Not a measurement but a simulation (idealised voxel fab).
process module | voxel tone inversion
cross-section cut | 230 nm wide | cells 5 nm
A cross-section is a grid of square cells, given in bands from the top down. A band is one or more rows of cells.
Each band's line starts with the height of the band's top and of its bottom, in nm. Then come its materials from left to right, each with its width in nm. One material with "throughout" fills the band from edge to edge. "air" is empty space.
Height 0 is the level under which the wafer as received is all one material. The lowest band goes on downwards, as in "0 down".
A width such as "30 to 40" changes by the same amount from each row of cells to the next, from the band's top row to its bottom row.
"no change" after a step means that no cell of the cross-section changed.
closed voids: empty space of 8 cells or more with no open way to the top, each as width x height at its distance from the left edge, in nm
after a step's settings: what the simulator itself notes on the step
overlay nm, on a step with a mask: how far to the right of its planned place the mask lay; to the left if negative
plan
1 op RECEIVE | material Si
2 op CONFORMAL_DEP | material SiCN | thk nm 10
3 op DIRECTIONAL_DEP | material aC | thk nm 25
4 op PATTERN | tone cover | mask id POSTS | material resist | width nm 20 | pitch nm 35 | thk nm 30 | overlay nm 0
5 op DIRECTIONAL_ETCH | etch materials aC | depth nm 25
6 op STRIP | etch materials resist
7 op FILL_DEP | material SiO2 | thk nm 10
8 op CMP | height nm 35
9 op STRIP | etch materials aC
as received, after step 1
  0 down: Si throughout
  closed voids: none
first wafer at the end, as planned
  35 to 10: SiO2 70 | air 20 | SiO2 15 | air 20 | SiO2 15 | air 20 | SiO2 70
  10 to 0: SiCN throughout
  0 down: Si throughout
  closed voids: none
second wafer at the end: like start, like plan, one mistake
  35 to 10: SiO2 75 | air 15 | SiO2 20 | air 15 | SiO2 20 | air 15 | SiO2 70
  10 to 0: SiCN throughout
  0 down: Si throughout
  closed voids: none
what went wrong: step 4 ran as: op PATTERN | tone cover | mask id POSTS | material resist | width nm 15 | pitch nm 35 | thk nm 30 | overlay nm 0
at the end the second wafer has, in cells: 15 more of SiO2
